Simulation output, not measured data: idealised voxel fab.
Process module heading - voxel capacitor over wiring
FYI the section here is cut, 295 nm wide, cells are 5 nm squares.
A cross-section is a grid of square cells, given in bands from the top down. A band is one or more rows of cells.
Look at the band entry: it leads with the top's height and the bottom's height in nm. Then it lists the materials left to right, with a width in nm for each. The word "all across" on a single material says that material fills the band edge to edge. The word "air" is empty space.
Heights from 0 (as-received wafer is one material below). Bottom band endless downward, as "0 and below".
The expression "30..40" gives the width at the extremes of the band, the first number at its top row of cells and the second at its bottom row, with the width changing by equal amounts from each row to the next in between.
"identical to before" after a step means that no cell of the cross-section changed.
The list in "Closed void list" covers empty spaces of 8 cells or more that cannot reach the top through any open way, and it gives each as width x height at distance; the distance is from the left edge, and width, height and distance are in nm.
Where a step's line continues beyond its settings, the continuation is a remark by the simulator itself on that step.
You can add "overlay nm" to a step's line. For a step with a mask, it describes how far the mask lay to the right of its planned position, and a negative number describes a lay to the left.

**The planned process steps are enumerated hereunder**
1) RECEIVE (material Si)
2) CONFORMAL_DEP (material SiO2; thk nm 10)
3) DIRECTIONAL_DEP (material TiN; thk nm 5)
4) DIRECTIONAL_DEP (material Ru; thk nm 20)
5) PATTERN (tone cover; mask id METAL_1; material resist; width nm 20; pitch nm 80; thk nm 15; overlay nm 0)
6) DIRECTIONAL_ETCH (etch materials Ru; depth nm 20)
7) DIRECTIONAL_ETCH (etch materials TiN; depth nm 5)
8) STRIP (etch materials resist)
9) CONFORMAL_DEP (material SiN; thk nm 5)
10) FILL_DEP (material SiO2; thk nm 10)
11) CMP (height nm 35)
12) CONFORMAL_DEP (material SiCN; thk nm 5)
13) DIRECTIONAL_DEP (material SiO2; thk nm 20)
14) MASKED_ETCH (tone open; mask id PLUG_1; width nm 15; etch materials SiO2; depth nm 20; overlay nm 0)
15) MASKED_ETCH (tone open; mask id PLUG_1; width nm 15; etch materials SiCN; depth nm 5; overlay nm 0)
16) CONFORMAL_DEP (material TiN; thk nm 5)
17) FILL_DEP (material W; thk nm 10)
18) CMP (height nm 60)
19) DIRECTIONAL_DEP (material TiN; thk nm 5)
20) DIRECTIONAL_DEP (material Al2O3; thk nm 5)
21) DIRECTIONAL_DEP (material TiN; thk nm 5)
22) MASKED_ETCH (tone cover; mask id UPPER_PLATE; width nm 65; etch materials TiN; depth nm 5; overlay nm 0)
23) MASKED_ETCH (tone cover; mask id UPPER_PLATE; width nm 65; etch materials Al2O3; depth nm 5; overlay nm 0)
24) PATTERN (tone cover; mask id LOWER_PLATE; material resist; width nm 75; thk nm 20; overlay nm 0)
25) DIRECTIONAL_ETCH (etch materials TiN; depth nm 5)
26) STRIP (etch materials resist)
27) FILL_DEP (material SiO2; thk nm 20)
28) CMP (height nm 90)
29) PATTERN (tone open; mask id PLUG_2; material resist; width nm 15; thk nm 20; overlay nm 0)
30) DIRECTIONAL_ETCH (etch materials SiO2; depth nm 15)
31) STRIP (etch materials resist)
32) CONFORMAL_DEP (material TiN; thk nm 5)
33) FILL_DEP (material Ru; thk nm 10)
34) CMP (height nm 90)
35) CONFORMAL_DEP (material SiCN; thk nm 5)

**Cross-section, incoming material, after step 1**
0 and below = Si all across
Closed void list: none

**Module complete - cross-section of the first of two wafers, run according to plan**
95 down to 90 = SiCN all across
90 down to 80 = SiO2=110, then TiN=5, then Ru=5, then TiN=5, then SiO2=170
80 down to 70 = SiO2=110..100, then TiN=15..65, then SiO2=170..130
70 down to 65 = SiO2=100, then Al2O3=65, then SiO2=130
65 down to 60 = SiO2=95, then TiN=75, then SiO2=125
60 down to 40 = SiO2=100, then TiN=5, then W=5, then TiN=5, then SiO2=180
40 down to 35 = SiCN=100, then TiN=15, then SiCN=180
35 down to 15 = SiO2=90, then SiN=5, then Ru=20, then SiN=5, then SiO2=50, then SiN=5, then Ru=20, then SiN=5, then SiO2=95
15 down to 10 = SiN=95, then TiN=20, then SiN=60, then TiN=20, then SiN=100
10 down to 0 = SiO2 all across
0 and below = Si all across
Closed void list: none

**End-of-module cross-section of the second wafer: identical starting point and process plan to the first, with one processing mistake**
95 down to 90 = SiCN all across
90 down to 80 = SiO2=110, then TiN=5, then Ru=5, then TiN=5, then SiO2=170
80 down to 70 = SiO2=110..100, then TiN=15..65, then SiO2=170..130
70 down to 65 = SiO2=100, then Al2O3=65, then SiO2=130
65 down to 60 = SiO2=95, then TiN=75, then SiO2=125
60 down to 40 = SiO2=100, then TiN=5, then W=5, then TiN=5, then SiO2=180
40 down to 35 = SiCN=100, then TiN=15, then SiCN=180
35 down to 15 = SiO2=90, then SiN=5, then Ru=25, then SiN=5, then SiO2=45, then SiN=5, then Ru=25, then SiN=5, then SiO2=90
15 down to 10 = SiN=95, then TiN=25, then SiN=55, then TiN=25, then SiN=95
10 down to 0 = SiO2 all across
0 and below = Si all across
Closed void list: none
Finding, execution versus plan: step 5 off recipe, ran as PATTERN (tone cover; mask id METAL_1; material resist; width nm 25; pitch nm 80; thk nm 15; overlay nm 0)
End of process, cell counts, second wafer against first, materials with more or fewer: Ru +8; SiN -2; SiO2 -8; TiN +2
